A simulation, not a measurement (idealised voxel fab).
The process module that follows is named voxel self aligned contacts.
Section shown: cut. Width: 150 nm. Cell size: 5 nm, square.
Cross-section layout: square cells on a grid; listed as bands, top to bottom; a band spans one or more cell rows. First you get the band's top height and its bottom height, in nm, and then the materials it's made of, left to right, with each width in nm. If you see a single material with "everywhere", that one covers the band edge to edge. "air" is empty space. Note: height 0 marks the level under which the wafer is uniformly one material as received. Lowest band unbounded below, written "0 down". Width spec "30..40" -> top row of cells at first value, bottom row at second value, equal per-row change in between. For the purposes of this document, the phrase "left unchanged" attached to a step denotes that no cell within the cross-section was modified by that step. The list in "Voids, fully enclosed" covers empty spaces of 8 cells or more that cannot reach the top through any open way, and it gives each as width x height at distance; the distance is from the left edge, and width, height and distance are in nm. On a step's line, text after the settings is the simulator commenting on that step. overlay nm: on a step with a mask, how far right of its planned place the mask lay; negative means left.

[plan]
- 1: RECEIVE (material Si)
- 2: CONFORMAL_DEP (material SiO2; thk nm 5)
- 3: DIRECTIONAL_DEP (material polySi; thk nm 25)
- 4: DIRECTIONAL_DEP (material SiN; thk nm 20)
- 5: DIRECTIONAL_DEP (material aC; thk nm 15)
- 6: PATTERN (tone cover; mask id GATE; material resist; width nm 30; pitch nm 70; thk nm 30; overlay nm -10)
- 7: DIRECTIONAL_ETCH (etch materials aC; depth nm 15)
- 8: STRIP (etch materials resist)
- 9: DIRECTIONAL_ETCH (etch materials SiN; depth nm 20)
- 10: DIRECTIONAL_ETCH (etch materials polySi; depth nm 25)
- 11: STRIP (etch materials aC)
- 12: CONFORMAL_DEP (material SiN; thk nm 10)
- 13: DIRECTIONAL_ETCH (etch materials SiN; depth nm 10)
- 14: FILL_DEP (material SiO2; thk nm 10)
- 15: CMP (height nm 55)
- 16: MASKED_ETCH (tone open; mask id CONTACT; width nm 50; etch materials SiO2; depth nm 55; overlay nm 0)
- 17: CONFORMAL_DEP (material TiN; thk nm 5)
- 18: FILL_DEP (material W; thk nm 10)
- 19: CMP (height nm 55)
- 20: CONFORMAL_DEP (material SiCN; thk nm 5)
varied across the wafers: overlay nm of step 6. The plan shows the first wafer's value. All wafers start alike

[As-received cross-section, first of several wafers, post step 1]
> 0 down  Si everywhere
> Voids, fully enclosed: none

[The following table contains a row per wafer, in which are reported, at the conclusion of the module, the cells of each material gained (+) or lost (-) since the wafer's receipt, with its closed voids given thereafter]
overlay nm -10, +30 SiCN, +120 SiN, +100 SiO2, +30 TiN, +20 W, +60 polySi, Voids, fully enclosed: none
overlay nm -5, +30 SiCN, +120 SiN, +100 SiO2, +30 TiN, +20 W, +60 polySi, Voids, fully enclosed: none
overlay nm 0, +30 SiCN, +120 SiN, +100 SiO2, +30 TiN, +20 W, +60 polySi, Voids, fully enclosed: none
overlay nm 5, +30 SiCN, +120 SiN, +100 SiO2, +30 TiN, +20 W, +60 polySi, Voids, fully enclosed: none
overlay nm 10, +30 SiCN, +120 SiN, +100 SiO2, +30 TiN, +20 W, +60 polySi, Voids, fully enclosed: none
